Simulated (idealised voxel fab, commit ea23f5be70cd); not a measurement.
process module | voxel wiring stack
cross-section cut | 210 nm wide | cells 5 nm
A cross-section is a grid of square cells, given in bands from the top down. A band is one or more rows of cells.
Each band's line starts with the height of the band's top and of its bottom, in nm. Then come its materials from left to right, each with its width in nm. One material with "throughout" fills the band from edge to edge. "air" is empty space.
Height 0 is the level under which the wafer as received is all one material. The lowest band goes on downwards, as in "0 down".
A width such as "30 to 40" changes by the same amount from each row of cells to the next, from the band's top row to its bottom row.
"no change" after a step means that no cell of the cross-section changed.
closed voids: empty space of 8 cells or more with no open way to the top, each as width x height at its distance from the left edge, in nm
after a step's settings: what the simulator itself notes on the step
overlay nm, on a step with a mask: how far to the right of its planned place the mask lay; to the left if negative
plan
1 op RECEIVE | material Si
2 op CONFORMAL_DEP | material SiO2 | thk nm 15
3 op DIRECTIONAL_DEP | material TiN | thk nm 5
4 op DIRECTIONAL_DEP | material W | thk nm 25
5 op DIRECTIONAL_DEP | material aC | thk nm 10
6 op PATTERN | tone cover | mask id METAL_1 | material resist | width nm 30 | pitch nm 50 | thk nm 30 | overlay nm 0
7 op DIRECTIONAL_ETCH | etch materials aC | depth nm 10
8 op STRIP | etch materials resist
9 op DIRECTIONAL_ETCH | etch materials W | depth nm 25
10 op DIRECTIONAL_ETCH | etch materials TiN | depth nm 5
11 op STRIP | etch materials aC
12 op CONFORMAL_DEP | material SiCN | thk nm 5
13 op FILL_DEP | material lowk | thk nm 10
14 op CMP | height nm 45
15 op CONFORMAL_DEP | material SiCN | thk nm 5
16 op DIRECTIONAL_DEP | material lowk | thk nm 20
17 op DIRECTIONAL_DEP | material aC | thk nm 10
18 op PATTERN | tone open | mask id PLUG_1 | material resist | width nm 15 | pitch nm 100 | thk nm 25 | overlay nm 0
19 op DIRECTIONAL_ETCH | etch materials aC | depth nm 10
20 op STRIP | etch materials resist
21 op DIRECTIONAL_ETCH | etch materials lowk | depth nm 20
22 op DIRECTIONAL_ETCH | etch materials SiCN | depth nm 5
23 op STRIP | etch materials aC
24 op EPI | material Ru | thk nm 10
25 op EPI | material Ru | thk nm 10
26 op EPI | material Ru | thk nm 5
27 op CONFORMAL_DEP | material SiCN | thk nm 5
28 op DIRECTIONAL_DEP | material SiO2 | thk nm 25
29 op PATTERN | tone open | mask id METAL_2 | material resist | width nm 30 | pitch nm 50 | thk nm 20 | overlay nm 0
30 op DIRECTIONAL_ETCH | etch materials SiO2 | depth nm 25
31 op DIRECTIONAL_ETCH | etch materials SiCN | depth nm 5
32 op STRIP | etch materials resist
33 op CONFORMAL_DEP | material TiN | thk nm 5
34 op FILL_DEP | material Ru | thk nm 10
35 op CMP | height nm 100
36 op CONFORMAL_DEP | material SiCN | thk nm 5
37 op DIRECTIONAL_DEP | material SiO2 | thk nm 30
38 op PATTERN | tone open | mask id METAL_3 | material resist | width nm 30 | pitch nm 50 | thk nm 20 | overlay nm 0
39 op DIRECTIONAL_ETCH | etch materials SiO2 | depth nm 20
40 op STRIP | etch materials resist
41 op MASKED_ETCH | tone open | mask id METAL_3_HOLES | width nm 15 | pitch nm 50 | etch materials SiO2 | depth nm 10 | overlay nm 0
42 op MASKED_ETCH | tone open | mask id METAL_3_HOLES | width nm 15 | pitch nm 50 | etch materials SiCN | depth nm 5 | overlay nm 0
43 op CONFORMAL_DEP | material TiN | thk nm 5
44 op FILL_DEP | material Cu | thk nm 5
45 op CMP | height nm 135
46 op CONFORMAL_DEP | material SiCN | thk nm 5
first wafer, as planned
as received, after step 1
  0 down: Si throughout
  closed voids: none
after step 2
  15 to 0: SiO2 throughout
  below 0: unchanged
after step 3
  20 to 15: TiN throughout
  below 15: unchanged
after step 4
  45 to 20: W throughout
  below 20: unchanged
after step 5
  55 to 45: aC throughout
  below 45: unchanged
after step 6
  85 to 55: air 40 | resist 30 | air 20 | resist 30 | air 20 | resist 30 | air 40
  below 55: unchanged
after step 7
  75 to 55: air 40 | resist 30 | air 20 | resist 30 | air 20 | resist 30 | air 40
  55 to 45: air 40 | aC 30 | air 20 | aC 30 | air 20 | aC 30 | air 40
  below 45: unchanged
after step 8
  55 to 45: air 40 | aC 30 | air 20 | aC 30 | air 20 | aC 30 | air 40
  below 45: unchanged
after step 9
  55 to 45: air 40 | aC 30 | air 20 | aC 30 | air 20 | aC 30 | air 40
  45 to 20: air 40 | W 30 | air 20 | W 30 | air 20 | W 30 | air 40
  below 20: unchanged
after step 10
  55 to 45: air 40 | aC 30 | air 20 | aC 30 | air 20 | aC 30 | air 40
  45 to 20: air 40 | W 30 | air 20 | W 30 | air 20 | W 30 | air 40
  20 to 15: air 40 | TiN 30 | air 20 | TiN 30 | air 20 | TiN 30 | air 40
  below 15: unchanged
after step 11
  45 to 20: air 40 | W 30 | air 20 | W 30 | air 20 | W 30 | air 40
  below 20: unchanged
after step 12
  50 to 45: air 35 | SiCN 40 | air 10 | SiCN 40 | air 10 | SiCN 40 | air 35
  45 to 20: air 35 | SiCN 5 | W 30 | SiCN 5 | air 10 | SiCN 5 | W 30 | SiCN 5 | air 10 | SiCN 5 | W 30 | SiCN 5 | air 35
  20 to 15: SiCN 40 | TiN 30 | SiCN 20 | TiN 30 | SiCN 20 | TiN 30 | SiCN 40
  below 15: unchanged
after step 13
  60 to 50: lowk throughout
  50 to 45: lowk 35 | SiCN 40 | lowk 10 | SiCN 40 | lowk 10 | SiCN 40 | lowk 35
  45 to 20: lowk 35 | SiCN 5 | W 30 | SiCN 5 | lowk 10 | SiCN 5 | W 30 | SiCN 5 | lowk 10 | SiCN 5 | W 30 | SiCN 5 | lowk 35
  below 20: unchanged
after step 14
  45 to 20: lowk 35 | SiCN 5 | W 30 | SiCN 5 | lowk 10 | SiCN 5 | W 30 | SiCN 5 | lowk 10 | SiCN 5 | W 30 | SiCN 5 | lowk 35
  below 20: unchanged
after step 15
  50 to 45: SiCN throughout
  below 45: unchanged
after step 16
  70 to 50: lowk throughout
  below 50: unchanged
after step 17
  80 to 70: aC throughout
  below 70: unchanged
after step 18
  105 to 80: resist 40 | air 15 | resist 85 | air 15 | resist 55
  below 80: unchanged
after step 19
  95 to 80: resist 40 | air 15 | resist 85 | air 15 | resist 55
  80 to 70: aC 40 | air 15 | aC 85 | air 15 | aC 55
  below 70: unchanged
after step 20
  80 to 70: aC 40 | air 15 | aC 85 | air 15 | aC 55
  below 70: unchanged
after step 21
  80 to 70: aC 40 | air 15 | aC 85 | air 15 | aC 55
  70 to 50: lowk 40 | air 15 | lowk 85 | air 15 | lowk 55
  below 50: unchanged
after step 22
  80 to 70: aC 40 | air 15 | aC 85 | air 15 | aC 55
  70 to 50: lowk 40 | air 15 | lowk 85 | air 15 | lowk 55
  50 to 45: SiCN 40 | air 15 | SiCN 85 | air 15 | SiCN 55
  below 45: unchanged
after step 23
  70 to 50: lowk 40 | air 15 | lowk 85 | air 15 | lowk 55
  below 50: unchanged
after step 24
  70 to 55: lowk 40 | air 15 | lowk 85 | air 15 | lowk 55
  55 to 50: lowk 40 | Ru 15 | lowk 85 | Ru 15 | lowk 55
  50 to 45: SiCN 40 | Ru 15 | SiCN 85 | Ru 15 | SiCN 55
  below 45: unchanged
after step 25
  70 to 65: lowk 40 | air 15 | lowk 85 | air 15 | lowk 55
  65 to 50: lowk 40 | Ru 15 | lowk 85 | Ru 15 | lowk 55
  below 50: unchanged
after step 26
  70 to 50: lowk 40 | Ru 15 | lowk 85 | Ru 15 | lowk 55
  below 50: unchanged
after step 27
  75 to 70: SiCN throughout
  below 70: unchanged
after step 28
  100 to 75: SiO2 throughout
  below 75: unchanged
after step 29
  120 to 100: resist 40 | air 30 | resist 20 | air 30 | resist 20 | air 30 | resist 40
  below 100: unchanged
after step 30
  120 to 100: resist 40 | air 30 | resist 20 | air 30 | resist 20 | air 30 | resist 40
  100 to 75: SiO2 40 | air 30 | SiO2 20 | air 30 | SiO2 20 | air 30 | SiO2 40
  below 75: unchanged
after step 31
  120 to 100: resist 40 | air 30 | resist 20 | air 30 | resist 20 | air 30 | resist 40
  100 to 75: SiO2 40 | air 30 | SiO2 20 | air 30 | SiO2 20 | air 30 | SiO2 40
  75 to 70: SiCN 40 | air 30 | SiCN 20 | air 30 | SiCN 20 | air 30 | SiCN 40
  below 70: unchanged
after step 32
  100 to 75: SiO2 40 | air 30 | SiO2 20 | air 30 | SiO2 20 | air 30 | SiO2 40
  below 75: unchanged
after step 33
  105 to 100: TiN 45 | air 20 | TiN 30 | air 20 | TiN 30 | air 20 | TiN 45
  100 to 75: SiO2 40 | TiN 5 | air 20 | TiN 5 | SiO2 20 | TiN 5 | air 20 | TiN 5 | SiO2 20 | TiN 5 | air 20 | TiN 5 | SiO2 40
  75 to 70: SiCN 40 | TiN 30 | SiCN 20 | TiN 30 | SiCN 20 | TiN 30 | SiCN 40
  below 70: unchanged
after step 34
  115 to 105: Ru throughout
  105 to 100: TiN 45 | Ru 20 | TiN 30 | Ru 20 | TiN 30 | Ru 20 | TiN 45
  100 to 75: SiO2 40 | TiN 5 | Ru 20 | TiN 5 | SiO2 20 | TiN 5 | Ru 20 | TiN 5 | SiO2 20 | TiN 5 | Ru 20 | TiN 5 | SiO2 40
  below 75: unchanged
after step 35
  100 to 75: SiO2 40 | TiN 5 | Ru 20 | TiN 5 | SiO2 20 | TiN 5 | Ru 20 | TiN 5 | SiO2 20 | TiN 5 | Ru 20 | TiN 5 | SiO2 40
  below 75: unchanged
after step 36
  105 to 100: SiCN throughout
  below 100: unchanged
after step 37
  135 to 105: SiO2 throughout
  below 105: unchanged
after step 38
  155 to 135: resist 40 | air 30 | resist 20 | air 30 | resist 20 | air 30 | resist 40
  below 135: unchanged
after step 39
  155 to 135: resist 40 | air 30 | resist 20 | air 30 | resist 20 | air 30 | resist 40
  135 to 115: SiO2 40 | air 30 | SiO2 20 | air 30 | SiO2 20 | air 30 | SiO2 40
  below 115: unchanged
after step 40
  135 to 115: SiO2 40 | air 30 | SiO2 20 | air 30 | SiO2 20 | air 30 | SiO2 40
  below 115: unchanged
after step 41
  135 to 115: SiO2 40 | air 30 | SiO2 20 | air 30 | SiO2 20 | air 30 | SiO2 40
  115 to 105: SiO2 40 | air 15 | SiO2 35 | air 15 | SiO2 35 | air 15 | SiO2 55
  below 105: unchanged
after step 42
  135 to 115: SiO2 40 | air 30 | SiO2 20 | air 30 | SiO2 20 | air 30 | SiO2 40
  115 to 105: SiO2 40 | air 15 | SiO2 35 | air 15 | SiO2 35 | air 15 | SiO2 55
  105 to 100: SiCN 40 | air 15 | SiCN 35 | air 15 | SiCN 35 | air 15 | SiCN 55
  below 100: unchanged
after step 43
  140 to 135: TiN 45 | air 20 | TiN 30 | air 20 | TiN 30 | air 20 | TiN 45
  135 to 120: SiO2 40 | TiN 5 | air 20 | TiN 5 | SiO2 20 | TiN 5 | air 20 | TiN 5 | SiO2 20 | TiN 5 | air 20 | TiN 5 | SiO2 40
  120 to 115: SiO2 40 | TiN 5 | air 5 | TiN 20 | SiO2 20 | TiN 5 | air 5 | TiN 20 | SiO2 20 | TiN 5 | air 5 | TiN 20 | SiO2 40
  115 to 105: SiO2 40 | TiN 5 | air 5 | TiN 5 | SiO2 35 | TiN 5 | air 5 | TiN 5 | SiO2 35 | TiN 5 | air 5 | TiN 5 | SiO2 55
  105 to 100: SiCN 40 | TiN 15 | SiCN 35 | TiN 15 | SiCN 35 | TiN 15 | SiCN 55
  below 100: unchanged
after step 44
  145 to 140: Cu throughout
  140 to 135: TiN 45 | Cu 20 | TiN 30 | Cu 20 | TiN 30 | Cu 20 | TiN 45
  135 to 120: SiO2 40 | TiN 5 | Cu 20 | TiN 5 | SiO2 20 | TiN 5 | Cu 20 | TiN 5 | SiO2 20 | TiN 5 | Cu 20 | TiN 5 | SiO2 40
  120 to 115: SiO2 40 | TiN 5 | Cu 5 | TiN 20 | SiO2 20 | TiN 5 | Cu 5 | TiN 20 | SiO2 20 | TiN 5 | Cu 5 | TiN 20 | SiO2 40
  115 to 105: SiO2 40 | TiN 5 | Cu 5 | TiN 5 | SiO2 35 | TiN 5 | Cu 5 | TiN 5 | SiO2 35 | TiN 5 | Cu 5 | TiN 5 | SiO2 55
  below 105: unchanged
after step 45
  135 to 120: SiO2 40 | TiN 5 | Cu 20 | TiN 5 | SiO2 20 | TiN 5 | Cu 20 | TiN 5 | SiO2 20 | TiN 5 | Cu 20 | TiN 5 | SiO2 40
  below 120: unchanged
after step 46
  140 to 135: SiCN throughout
  below 135: unchanged
second wafer: like start, like plan, one mistake. Through step 5 it matches the first wafer
when step 6 should have ended
  85 to 55: resist 40 | air 30 | resist 20 | air 30 | resist 20 | air 30 | resist 40
  below 55: unchanged
when step 7 should have ended
  75 to 55: resist 40 | air 30 | resist 20 | air 30 | resist 20 | air 30 | resist 40
  55 to 45: aC 40 | air 30 | aC 20 | air 30 | aC 20 | air 30 | aC 40
  below 45: unchanged
when step 8 should have ended
  55 to 45: aC 40 | air 30 | aC 20 | air 30 | aC 20 | air 30 | aC 40
  below 45: unchanged
when step 9 should have ended
  55 to 45: aC 40 | air 30 | aC 20 | air 30 | aC 20 | air 30 | aC 40
  45 to 20: W 40 | air 30 | W 20 | air 30 | W 20 | air 30 | W 40
  below 20: unchanged
when step 10 should have ended
  55 to 45: aC 40 | air 30 | aC 20 | air 30 | aC 20 | air 30 | aC 40
  45 to 20: W 40 | air 30 | W 20 | air 30 | W 20 | air 30 | W 40
  20 to 15: TiN 40 | air 30 | TiN 20 | air 30 | TiN 20 | air 30 | TiN 40
  below 15: unchanged
when step 11 should have ended
  45 to 20: W 40 | air 30 | W 20 | air 30 | W 20 | air 30 | W 40
  below 20: unchanged
when step 12 should have ended
  50 to 45: SiCN 45 | air 20 | SiCN 30 | air 20 | SiCN 30 | air 20 | SiCN 45
  45 to 20: W 40 | SiCN 5 | air 20 | SiCN 5 | W 20 | SiCN 5 | air 20 | SiCN 5 | W 20 | SiCN 5 | air 20 | SiCN 5 | W 40
  20 to 15: TiN 40 | SiCN 30 | TiN 20 | SiCN 30 | TiN 20 | SiCN 30 | TiN 40
  below 15: unchanged
when step 13 should have ended
  60 to 50: lowk throughout
  50 to 45: SiCN 45 | lowk 20 | SiCN 30 | lowk 20 | SiCN 30 | lowk 20 | SiCN 45
  45 to 20: W 40 | SiCN 5 | lowk 20 | SiCN 5 | W 20 | SiCN 5 | lowk 20 | SiCN 5 | W 20 | SiCN 5 | lowk 20 | SiCN 5 | W 40
  below 20: unchanged
when step 14 should have ended
  45 to 20: W 40 | SiCN 5 | lowk 20 | SiCN 5 | W 20 | SiCN 5 | lowk 20 | SiCN 5 | W 20 | SiCN 5 | lowk 20 | SiCN 5 | W 40
  below 20: unchanged
when step 15 should have ended
  50 to 45: SiCN throughout
  below 45: unchanged
when step 16 should have ended
  70 to 50: lowk throughout
  below 50: unchanged
when step 17 should have ended
  80 to 70: aC throughout
  below 70: unchanged
when step 18 should have ended
  105 to 80: resist 40 | air 15 | resist 85 | air 15 | resist 55
  below 80: unchanged
when step 19 should have ended
  95 to 80: resist 40 | air 15 | resist 85 | air 15 | resist 55
  80 to 70: aC 40 | air 15 | aC 85 | air 15 | aC 55
  below 70: unchanged
when step 20 should have ended
  80 to 70: aC 40 | air 15 | aC 85 | air 15 | aC 55
  below 70: unchanged
when step 21 should have ended
  80 to 70: aC 40 | air 15 | aC 85 | air 15 | aC 55
  70 to 50: lowk 40 | air 15 | lowk 85 | air 15 | lowk 55
  below 50: unchanged
when step 22 should have ended
  80 to 70: aC 40 | air 15 | aC 85 | air 15 | aC 55
  70 to 50: lowk 40 | air 15 | lowk 85 | air 15 | lowk 55
  50 to 45: SiCN 40 | air 15 | SiCN 85 | air 15 | SiCN 55
  below 45: unchanged
when step 23 should have ended
  70 to 50: lowk 40 | air 15 | lowk 85 | air 15 | lowk 55
  below 50: unchanged
when step 24 should have ended: no change
when step 25 should have ended: no change
when step 26 should have ended: no change
when step 27 should have ended
  75 to 70: SiCN 45 | air 5 | SiCN 95 | air 5 | SiCN 60
  70 to 50: lowk 40 | SiCN 5 | air 5 | SiCN 5 | lowk 85 | SiCN 5 | air 5 | SiCN 5 | lowk 55
  50 to 45: SiCN throughout
  below 45: unchanged
when step 28 should have ended
  100 to 75: SiO2 45 | air 5 | SiO2 95 | air 5 | SiO2 60
  75 to 70: SiCN 45 | SiO2 5 | SiCN 95 | SiO2 5 | SiCN 60
  70 to 50: lowk 40 | SiCN 5 | SiO2 5 | SiCN 5 | lowk 85 | SiCN 5 | SiO2 5 | SiCN 5 | lowk 55
  below 50: unchanged
when step 29 should have ended
  120 to 100: resist 40 | air 30 | resist 20 | air 30 | resist 20 | air 30 | resist 40
  below 100: unchanged
when step 30 should have ended
  120 to 100: resist 40 | air 30 | resist 20 | air 30 | resist 20 | air 30 | resist 40
  100 to 75: SiO2 40 | air 30 | SiO2 20 | air 30 | SiO2 20 | air 30 | SiO2 40
  75 to 70: SiCN 45 | air 5 | SiCN 95 | air 5 | SiCN 60
  70 to 50: lowk 40 | SiCN 5 | air 5 | SiCN 5 | lowk 85 | SiCN 5 | air 5 | SiCN 5 | lowk 55
  below 50: unchanged
when step 31 should have ended
  120 to 100: resist 40 | air 30 | resist 20 | air 30 | resist 20 | air 30 | resist 40
  100 to 75: SiO2 40 | air 30 | SiO2 20 | air 30 | SiO2 20 | air 30 | SiO2 40
  75 to 70: SiCN 40 | air 30 | SiCN 20 | air 30 | SiCN 20 | air 30 | SiCN 40
  70 to 50: lowk 40 | SiCN 5 | air 5 | SiCN 5 | lowk 85 | SiCN 5 | air 5 | SiCN 5 | lowk 55
  50 to 45: SiCN 45 | air 5 | SiCN 95 | air 5 | SiCN 60
  below 45: unchanged
when step 32 should have ended
  100 to 75: SiO2 40 | air 30 | SiO2 20 | air 30 | SiO2 20 | air 30 | SiO2 40
  below 75: unchanged
when step 33 should have ended
  105 to 100: TiN 45 | air 20 | TiN 30 | air 20 | TiN 30 | air 20 | TiN 45
  100 to 75: SiO2 40 | TiN 5 | air 20 | TiN 5 | SiO2 20 | TiN 5 | air 20 | TiN 5 | SiO2 20 | TiN 5 | air 20 | TiN 5 | SiO2 40
  75 to 70: SiCN 40 | TiN 30 | SiCN 20 | TiN 30 | SiCN 20 | TiN 30 | SiCN 40
  70 to 50: lowk 40 | SiCN 5 | TiN 5 | SiCN 5 | lowk 85 | SiCN 5 | TiN 5 | SiCN 5 | lowk 55
  50 to 45: SiCN 45 | TiN 5 | SiCN 95 | TiN 5 | SiCN 60
  below 45: unchanged
when step 34 should have ended
  115 to 105: Ru throughout
  105 to 100: TiN 45 | Ru 20 | TiN 30 | Ru 20 | TiN 30 | Ru 20 | TiN 45
  100 to 75: SiO2 40 | TiN 5 | Ru 20 | TiN 5 | SiO2 20 | TiN 5 | Ru 20 | TiN 5 | SiO2 20 | TiN 5 | Ru 20 | TiN 5 | SiO2 40
  below 75: unchanged
when step 35 should have ended
  100 to 75: SiO2 40 | TiN 5 | Ru 20 | TiN 5 | SiO2 20 | TiN 5 | Ru 20 | TiN 5 | SiO2 20 | TiN 5 | Ru 20 | TiN 5 | SiO2 40
  below 75: unchanged
when step 36 should have ended
  105 to 100: SiCN throughout
  below 100: unchanged
when step 37 should have ended
  135 to 105: SiO2 throughout
  below 105: unchanged
when step 38 should have ended
  155 to 135: resist 40 | air 30 | resist 20 | air 30 | resist 20 | air 30 | resist 40
  below 135: unchanged
when step 39 should have ended
  155 to 135: resist 40 | air 30 | resist 20 | air 30 | resist 20 | air 30 | resist 40
  135 to 115: SiO2 40 | air 30 | SiO2 20 | air 30 | SiO2 20 | air 30 | SiO2 40
  below 115: unchanged
when step 40 should have ended
  135 to 115: SiO2 40 | air 30 | SiO2 20 | air 30 | SiO2 20 | air 30 | SiO2 40
  below 115: unchanged
when step 41 should have ended
  135 to 115: SiO2 40 | air 30 | SiO2 20 | air 30 | SiO2 20 | air 30 | SiO2 40
  115 to 105: SiO2 40 | air 15 | SiO2 35 | air 15 | SiO2 35 | air 15 | SiO2 55
  below 105: unchanged
when step 42 should have ended
  135 to 115: SiO2 40 | air 30 | SiO2 20 | air 30 | SiO2 20 | air 30 | SiO2 40
  115 to 105: SiO2 40 | air 15 | SiO2 35 | air 15 | SiO2 35 | air 15 | SiO2 55
  105 to 100: SiCN 40 | air 15 | SiCN 35 | air 15 | SiCN 35 | air 15 | SiCN 55
  below 100: unchanged
when step 43 should have ended
  140 to 135: TiN 45 | air 20 | TiN 30 | air 20 | TiN 30 | air 20 | TiN 45
  135 to 120: SiO2 40 | TiN 5 | air 20 | TiN 5 | SiO2 20 | TiN 5 | air 20 | TiN 5 | SiO2 20 | TiN 5 | air 20 | TiN 5 | SiO2 40
  120 to 115: SiO2 40 | TiN 5 | air 5 | TiN 20 | SiO2 20 | TiN 5 | air 5 | TiN 20 | SiO2 20 | TiN 5 | air 5 | TiN 20 | SiO2 40
  115 to 105: SiO2 40 | TiN 5 | air 5 | TiN 5 | SiO2 35 | TiN 5 | air 5 | TiN 5 | SiO2 35 | TiN 5 | air 5 | TiN 5 | SiO2 55
  105 to 100: SiCN 40 | TiN 15 | SiCN 35 | TiN 15 | SiCN 35 | TiN 15 | SiCN 55
  below 100: unchanged
when step 44 should have ended
  145 to 140: Cu throughout
  140 to 135: TiN 45 | Cu 20 | TiN 30 | Cu 20 | TiN 30 | Cu 20 | TiN 45
  135 to 120: SiO2 40 | TiN 5 | Cu 20 | TiN 5 | SiO2 20 | TiN 5 | Cu 20 | TiN 5 | SiO2 20 | TiN 5 | Cu 20 | TiN 5 | SiO2 40
  120 to 115: SiO2 40 | TiN 5 | Cu 5 | TiN 20 | SiO2 20 | TiN 5 | Cu 5 | TiN 20 | SiO2 20 | TiN 5 | Cu 5 | TiN 20 | SiO2 40
  115 to 105: SiO2 40 | TiN 5 | Cu 5 | TiN 5 | SiO2 35 | TiN 5 | Cu 5 | TiN 5 | SiO2 35 | TiN 5 | Cu 5 | TiN 5 | SiO2 55
  below 105: unchanged
when step 45 should have ended
  135 to 120: SiO2 40 | TiN 5 | Cu 20 | TiN 5 | SiO2 20 | TiN 5 | Cu 20 | TiN 5 | SiO2 20 | TiN 5 | Cu 20 | TiN 5 | SiO2 40
  below 120: unchanged
when step 46 should have ended
  140 to 135: SiCN throughout
  below 135: unchanged
what went wrong: step 6 ran as: op PATTERN | tone open | mask id METAL_1 | material resist | width nm 30 | pitch nm 50 | thk nm 30 | overlay nm 0
at the end the second wafer has, in cells: 30 fewer of Ru | 14 more of SiCN | 16 more of TiN | 30 more of W | 30 fewer of lowk
